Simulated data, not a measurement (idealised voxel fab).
process module | voxel transistor to metal
cross-section cut | 260 nm wide | cells 5 nm
A cross-section is a grid of square cells, given in bands from the top down. A band is one or more rows of cells.
Each band's line starts with the height of the band's top and of its bottom, in nm. Then come its materials from left to right, each with its width in nm. One material with "throughout" fills the band from edge to edge. "air" is empty space.
Height 0 is the level under which the wafer as received is all one material. The lowest band goes on downwards, as in "0 down".
A width such as "30 to 40" changes by the same amount from each row of cells to the next, from the band's top row to its bottom row.
"no change" after a step means that no cell of the cross-section changed.
closed voids: empty space of 8 cells or more with no open way to the top, each as width x height at its distance from the left edge, in nm
after a step's settings: what the simulator itself notes on the step
overlay nm, on a step with a mask: how far to the right of its planned place the mask lay; to the left if negative
plan
1 op RECEIVE | material Si
2 op CONFORMAL_DEP | material SiO2 | thk nm 5
3 op CONFORMAL_DEP | material SiN | thk nm 15
4 op DIRECTIONAL_DEP | material aC | thk nm 15
5 op PATTERN | tone cover | mask id ACTIVE | material resist | width nm 105 | pitch nm 125 | thk nm 35 | overlay nm 0
6 op DIRECTIONAL_ETCH | etch materials aC | depth nm 15
7 op STRIP | etch materials resist
8 op DIRECTIONAL_ETCH | etch materials SiN | depth nm 15
9 op DIRECTIONAL_ETCH | etch materials SiO2 | depth nm 5
10 op DIRECTIONAL_ETCH | etch materials Si | depth nm 30
11 op STRIP | etch materials aC
12 op FILL_DEP | material SiO2 | thk nm 10
13 op CMP | height nm 20
14 op SELECTIVE_ETCH | etch materials SiO2 | depth nm 5
15 op STRIP | etch materials SiN
16 op SELECTIVE_ETCH | etch materials SiO2 | depth nm 5
17 op OXIDIZE | depth nm 5
18 op DIRECTIONAL_DEP | material polySi | thk nm 25
19 op DIRECTIONAL_DEP | material SiCN | thk nm 5
20 op MASKED_ETCH | tone cover | mask id GATE | width nm 15 | pitch nm 125 | etch materials SiCN | depth nm 20 | overlay nm 0
21 op MASKED_ETCH | tone cover | mask id GATE | width nm 15 | pitch nm 125 | etch materials polySi | depth nm 35 | overlay nm 0
22 op CONFORMAL_DEP | material SiN | thk nm 5
23 op DIRECTIONAL_ETCH | etch materials SiN | depth nm 5
24 op DIRECTIONAL_ETCH | etch materials SiO2 | depth nm 5
25 op EPI | material nSi | thk nm 5
26 op FILL_DEP | material SiO2 | thk nm 10
27 op CMP | height nm 35
28 op DIRECTIONAL_DEP | material SiO2 | thk nm 10
29 op DIRECTIONAL_DEP | material aC | thk nm 10
30 op PATTERN | tone open | mask id CONTACT | material resist | width nm 20 | thk nm 25 | overlay nm 0
31 op DIRECTIONAL_ETCH | etch materials aC | depth nm 10
32 op STRIP | etch materials resist
33 op DIRECTIONAL_ETCH | etch materials SiO2 | depth nm 45
34 op STRIP | etch materials aC
35 op CONFORMAL_DEP | material TiN | thk nm 5
36 op FILL_DEP | material W | thk nm 10
37 op CMP | height nm 45
38 op DIRECTIONAL_DEP | material TiN | thk nm 5
39 op DIRECTIONAL_DEP | material W | thk nm 20
40 op MASKED_ETCH | tone cover | mask id METAL_1 | width nm 20 | etch materials W | depth nm 20 | overlay nm 0
41 op MASKED_ETCH | tone cover | mask id METAL_1 | width nm 20 | etch materials TiN | depth nm 5 | overlay nm 0
42 op FILL_DEP | material lowk | thk nm 5
43 op CMP | height nm 70
44 op CONFORMAL_DEP | material SiCN | thk nm 5
45 op DIRECTIONAL_DEP | material SiO2 | thk nm 25
46 op PATTERN | tone open | mask id METAL_2 | material resist | width nm 20 | pitch nm 125 | thk nm 15 | overlay nm 0
47 op DIRECTIONAL_ETCH | etch materials SiO2 | depth nm 15
48 op STRIP | etch materials resist
49 op PATTERN | tone open | mask id METAL_2_HOLES | material resist | width nm 15 | pitch nm 125 | thk nm 20 | overlay nm 0
50 op DIRECTIONAL_ETCH | etch materials SiO2 | depth nm 10
51 op DIRECTIONAL_ETCH | etch materials SiCN | depth nm 5
52 op STRIP | etch materials resist
53 op CONFORMAL_DEP | material TiN | thk nm 5
54 op FILL_DEP | material Ru | thk nm 10
55 op CMP | height nm 100
56 op CONFORMAL_DEP | material SiN | thk nm 5
varied across the wafers: thk nm of step 19. The plan shows the first wafer's value. All wafers start alike
first wafer as received, after step 1
  0 down: Si throughout
  closed voids: none
first wafer at the end, after step 56
  105 to 100: SiN throughout
  100 to 90: SiO2 20 | TiN 5 | Ru 10 | TiN 5 | SiO2 105 | TiN 5 | Ru 10 | TiN 5 | SiO2 95
  90 to 85: SiO2 20 | TiN 5 | Ru 5 | TiN 10 | SiO2 105 | TiN 5 | Ru 5 | TiN 10 | SiO2 95
  85 to 75: SiO2 20 | TiN 5 | Ru 5 | TiN 5 | SiO2 110 | TiN 5 | Ru 5 | TiN 5 | SiO2 100
  75 to 70: SiCN 20 | TiN 15 | SiCN 110 | TiN 15 | SiCN 100
  70 to 50: lowk 20 | W 20 | lowk 55 | W 20 | lowk 30 | W 20 | lowk 55 | W 20 | lowk 20
  50 to 45: lowk 20 | TiN 20 | lowk 55 | TiN 20 | lowk 30 | TiN 20 | lowk 55 | TiN 20 | lowk 20
  45 to 30: SiO2 20 | TiN 5 | W 10 | TiN 5 | SiO2 55 | TiN 5 | W 10 | TiN 5 | SiO2 30 | TiN 5 | W 10 | TiN 5 | SiO2 55 | TiN 5 | W 10 | TiN 5 | SiO2 20
  30 to 25: SiO2 20 | TiN 5 | W 10 | TiN 5 | SiO2 15 | SiN 5 | SiCN 15 | SiN 5 | SiO2 15 | TiN 5 | W 10 | TiN 5 | SiO2 30 | TiN 5 | W 10 | TiN 5 | SiO2 15 | SiN 5 | SiCN 15 | SiN 5 | SiO2 15 | TiN 5 | W 10 | TiN 5 | SiO2 20
  25 to 10: SiO2 20 | TiN 5 | W 10 | TiN 5 | SiO2 15 | SiN 5 | polySi 15 | SiN 5 | SiO2 15 | TiN 5 | W 10 | TiN 5 | SiO2 30 | TiN 5 | W 10 | TiN 5 | SiO2 15 | SiN 5 | polySi 15 | SiN 5 | SiO2 15 | TiN 5 | W 10 | TiN 5 | SiO2 20
  10 to 5: SiO2 10 | SiN 5 | SiO2 5 | TiN 5 | W 10 | TiN 5 | SiO2 15 | SiN 5 | polySi 15 | SiN 5 | SiO2 15 | TiN 5 | W 10 | TiN 5 | SiO2 5 | SiN 5 | SiO2 10 | SiN 5 | SiO2 5 | TiN 5 | W 10 | TiN 5 | SiO2 15 | SiN 5 | polySi 15 | SiN 5 | SiO2 15 | TiN 5 | W 10 | TiN 5 | SiO2 5 | SiN 5 | SiO2 10
  5 to 0: SiO2 10 | SiN 5 | SiO2 5 | TiN 20 | SiO2 15 | SiN 5 | polySi 15 | SiN 5 | SiO2 15 | TiN 20 | SiO2 5 | SiN 5 | SiO2 10 | SiN 5 | SiO2 5 | TiN 20 | SiO2 15 | SiN 5 | polySi 15 | SiN 5 | SiO2 15 | TiN 20 | SiO2 5 | SiN 5 | SiO2 10
  0 to -5: SiO2 15 | nSi 40 | SiO2 25 | nSi 40 | SiO2 20 | nSi 40 | SiO2 25 | nSi 40 | SiO2 15
  -5 to -30: SiO2 15 | Si 105 | SiO2 20 | Si 105 | SiO2 15
  -30 down: Si throughout
  closed voids: none
last wafer at the end
  105 to 100: SiN throughout
  100 to 90: SiO2 20 | TiN 5 | Ru 10 | TiN 5 | SiO2 105 | TiN 5 | Ru 10 | TiN 5 | SiO2 95
  90 to 85: SiO2 20 | TiN 5 | Ru 5 | TiN 10 | SiO2 105 | TiN 5 | Ru 5 | TiN 10 | SiO2 95
  85 to 75: SiO2 20 | TiN 5 | Ru 5 | TiN 5 | SiO2 110 | TiN 5 | Ru 5 | TiN 5 | SiO2 100
  75 to 70: SiCN 20 | TiN 15 | SiCN 110 | TiN 15 | SiCN 100
  70 to 50: lowk 20 | W 20 | lowk 55 | W 20 | lowk 30 | W 20 | lowk 55 | W 20 | lowk 20
  50 to 45: lowk 20 | TiN 20 | lowk 55 | TiN 20 | lowk 30 | TiN 20 | lowk 55 | TiN 20 | lowk 20
  45 to 35: SiO2 20 | TiN 5 | W 10 | TiN 5 | SiO2 55 | TiN 5 | W 10 | TiN 5 | SiO2 30 | TiN 5 | W 10 | TiN 5 | SiO2 55 | TiN 5 | W 10 | TiN 5 | SiO2 20
  35 to 30: polySi 10 | SiN 5 | SiO2 5 | TiN 20 | SiO2 15 | SiN 5 | SiCN 15 | SiN 5 | SiO2 15 | TiN 20 | SiO2 5 | SiN 5 | polySi 10 | SiN 5 | SiO2 5 | TiN 20 | SiO2 15 | SiN 5 | SiCN 15 | SiN 5 | SiO2 15 | TiN 20 | SiO2 5 | SiN 5 | polySi 10
  30 to 25: polySi 10 | SiCN 115 | polySi 10 | SiCN 115 | polySi 10
  25 to 10: polySi throughout
  10 to 0: SiO2 10 | polySi 115 | SiO2 10 | polySi 115 | SiO2 10
  0 to -5: SiO2 throughout
  -5 to -30: SiO2 15 | Si 105 | SiO2 20 | Si 105 | SiO2 15
  -30 down: Si throughout
  closed voids: none
each wafer at the end: cells of each material gained (+) or lost (-) since it was received, then its closed voids
thk nm 5 | +14 Ru | -102 Si | +52 SiCN | +84 SiN | +550 SiO2 | +124 TiN | +128 W | +180 lowk | +32 nSi | +30 polySi | closed voids: none
thk nm 10 | +14 Ru | -102 Si | +58 SiCN | +88 SiN | +540 SiO2 | +124 TiN | +128 W | +180 lowk | +32 nSi | +30 polySi | closed voids: none
thk nm 15 | +14 Ru | -102 Si | +58 SiCN | +88 SiN | +540 SiO2 | +124 TiN | +128 W | +180 lowk | +32 nSi | +30 polySi | closed voids: none
thk nm 20 | +14 Ru | -102 Si | +58 SiCN | +88 SiN | +540 SiO2 | +124 TiN | +128 W | +180 lowk | +32 nSi | +30 polySi | closed voids: none
thk nm 25 | +14 Ru | -102 Si | +98 SiCN | +60 SiN | +426 SiO2 | +76 TiN | +80 W | +180 lowk | +260 polySi | closed voids: none
